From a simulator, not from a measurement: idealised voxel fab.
This is a process module. Its name is voxel fin reveal.
FYI the section here is cut, 250 nm wide, cells are 5 nm squares.
For the purposes of this document, a cross-section shall be understood as a grid of square cells, specified as bands listed in top-to-bottom order, each band consisting of one or more rows of cells.
For a band, the entry starts with two heights in nm, that of the top and then that of the bottom, and carries on with the band's materials in order from left to right, each alongside its width in nm; the word "edge to edge" beside a single material means it fills the band edge to edge, and "empty" means empty space.
Zero point of the height axis is 0; under it, received wafer = one material. Lowest band: continues down indefinitely, "0 down".
A width such as "30->40" changes by the same amount from each row of cells to the next, from the band's top row to its bottom row.
Step marked "no change"? Then no cell in the cross-section changed in it.
In "Closed void listing" the enclosed voids are listed, meaning empty spaces of 8 cells or larger without any opening to the top. The form is width x height at distance, distance from the left edge, units nm.
after a step's settings: what the simulator itself notes on the step
You can add "overlay nm" to a step's line. For a step with a mask, it describes how far the mask lay to the right of its planned position, and a negative number describes a lay to the left.
Listed below are the process steps as planned
1) RECEIVE | material Si
2) CONFORMAL_DEP | material SiN | thk nm 5
3) PATTERN | tone cover | mask id FINS | material resist | width nm 15 | pitch nm 45 | thk nm 20 | overlay nm 0
4) DIRECTIONAL_ETCH | etch materials SiN | depth nm 5
5) DIRECTIONAL_ETCH | etch materials Si | depth nm 35
6) STRIP | etch materials resist
7) FILL_DEP | material SiO2 | thk nm 5
8) CMP | height nm 5
9) SELECTIVE_ETCH | etch materials SiO2 | depth nm 15
10) STRIP | etch materials SiN
11) CONFORMAL_DEP | material HfO2 | thk nm 5
So this is the incoming wafer in cross-section - it's already been through step 1
	0 down  Si edge to edge
	Closed void listing: none
Sectioned view, first of two wafers, at the close of the module, processed as intended in the plan
	5 to 0  empty: 45, HfO2: 25, empty: 20, HfO2: 25, empty: 20, HfO2: 25, empty: 20, HfO2: 25, empty: 45
	0 to -5  empty: 45, HfO2: 5, Si: 15, HfO2: 5, empty: 20, HfO2: 5, Si: 15, HfO2: 5, empty: 20, HfO2: 5, Si: 15, HfO2: 5, empty: 20, HfO2: 5, Si: 15, HfO2: 5, empty: 45
	-5 to -10  HfO2: 50, Si: 15, HfO2: 30, Si: 15, HfO2: 30, Si: 15, HfO2: 30, Si: 15, HfO2: 50
	-10 to -35  SiO2: 50, Si: 15, SiO2: 30, Si: 15, SiO2: 30, Si: 15, SiO2: 30, Si: 15, SiO2: 50
	-35 down  Si edge to edge
	Closed void listing: none
Cross-sectional view of the second of two wafers upon completion of the module. This wafer shared its starting condition and process plan with the first; one error was made during its execution
	5 to 0  empty: 45, HfO2: 25, empty: 20, HfO2: 25, empty: 20, HfO2: 25, empty: 20, HfO2: 25, empty: 45
	0 to -5  empty: 45, HfO2: 5, Si: 15, HfO2: 5, empty: 20, HfO2: 5, Si: 15, HfO2: 5, empty: 20, HfO2: 5, Si: 15, HfO2: 5, empty: 20, HfO2: 5, Si: 15, HfO2: 5, empty: 45
	-5 to -10  HfO2: 40, empty: 5, HfO2: 5, Si: 15, HfO2: 5, empty: 20, HfO2: 5, Si: 15, HfO2: 5, empty: 20, HfO2: 5, Si: 15, HfO2: 5, empty: 20, HfO2: 5, Si: 15, HfO2: 5, empty: 5, HfO2: 40
	-10 to -15  SiO2: 35, HfO2: 15, Si: 15, HfO2: 30, Si: 15, HfO2: 30, Si: 15, HfO2: 30, Si: 15, HfO2: 15, SiO2: 35
	-15 to -35  SiO2: 50, Si: 15, SiO2: 30, Si: 15, SiO2: 30, Si: 15, SiO2: 30, Si: 15, SiO2: 50
	-35 down  Si edge to edge
	Closed void listing: none
Heads up, the wafer didn't run the way we planned it: sequence error: steps 9 and 10 interchanged
FYI, end of process, the second wafer has more or fewer cells of some materials than the first: +10 HfO2 | -24 SiO2
